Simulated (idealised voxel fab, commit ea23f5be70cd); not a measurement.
This is a process module. Its name is voxel released beams.
Square cell edge 5 nm, section width 230 nm, ID cut.
Each cross-section below is a grid of square cells, stated as bands in top-down order, with one or more rows of cells making up each band. Read a band's entry like this: the first values are the height of its top and the height of its bottom in nm, and what follows is the sequence of materials from left to right, each with its width in nm. Note that "blank" is empty space, and that a single material marked "throughout" reaches across the band from edge to edge. Heights from 0 (as-received wafer is one material below). Bottom band endless downward, as "0..down". Width spec "30 to 40" -> top row of cells at first value, bottom row at second value, equal per-row change in between. The cross-section has no changed cell in any step marked "same as before". Enclosed voids (no open way to top), threshold 8 cells or more, entry "Closed void roster", notation width x height at distance, distance from left edge, nm. If you see something after the settings on a step's line, that's the simulator's own remark about that step. overlay nm, on a step with a mask: how far to the right of its planned place the mask lay; to the left if negative.

[The steps planned for the process are as follows]
1 RECEIVE with material Si
2 CONFORMAL_DEP with material SiN, thk nm 5
3 DIRECTIONAL_DEP with material SiO2, thk nm 20
4 DIRECTIONAL_DEP with material aC, thk nm 10
5 PATTERN with tone open, mask id ANCHOR, material resist, width nm 25, thk nm 30, overlay nm 0
6 DIRECTIONAL_ETCH with etch materials aC, depth nm 10
7 STRIP with etch materials resist
8 DIRECTIONAL_ETCH with etch materials SiO2, depth nm 20
9 STRIP with etch materials aC
10 CONFORMAL_DEP with material polySi, thk nm 10
11 DIRECTIONAL_DEP with material aC, thk nm 15
12 PATTERN with tone cover, mask id BEAM, material resist, width nm 110, thk nm 30, overlay nm 0
13 DIRECTIONAL_ETCH with etch materials aC, depth nm 15
14 STRIP with etch materials resist
15 DIRECTIONAL_ETCH with etch materials polySi, depth nm 10
16 STRIP with etch materials aC
17 STRIP with etch materials SiO2

[Shown in cross-section is the wafer as received, that is, as it stands after step 1]
  0..down = Si throughout
  Closed void roster: none

[Cross-section, first of two wafers, end of module, run as planned]
  35..25 = 55 of blank | 15 of polySi | 5 of blank | 90 of polySi | 65 of blank
  25..15 = 60 of blank | 10 of polySi | 5 of blank | 10 of polySi | 145 of blank
  15..5 = 60 of blank | 25 of polySi | 145 of blank
  5..0 = SiN throughout
  0..down = Si throughout
  Closed void roster: none

[Cross-section at end of module for the second wafer of two, which matched the first in starting point and plan and differed by one mistake in its processing]
  35..25 = 55 of blank | 25 of polySi | 5 of blank | 80 of polySi | 65 of blank
  25..15 = 70 of blank | 10 of polySi | 5 of blank | 10 of polySi | 135 of blank
  15..5 = 70 of blank | 25 of polySi | 135 of blank
  5..0 = SiN throughout
  0..down = Si throughout
  Closed void roster: none
What was the processing mistake? step 5 was processed under conditions differing from the plan, specifically as PATTERN with tone open, mask id ANCHOR, material resist, width nm 25, thk nm 30, overlay nm 10
Both wafers, final: cells per material equal; arrangement not.
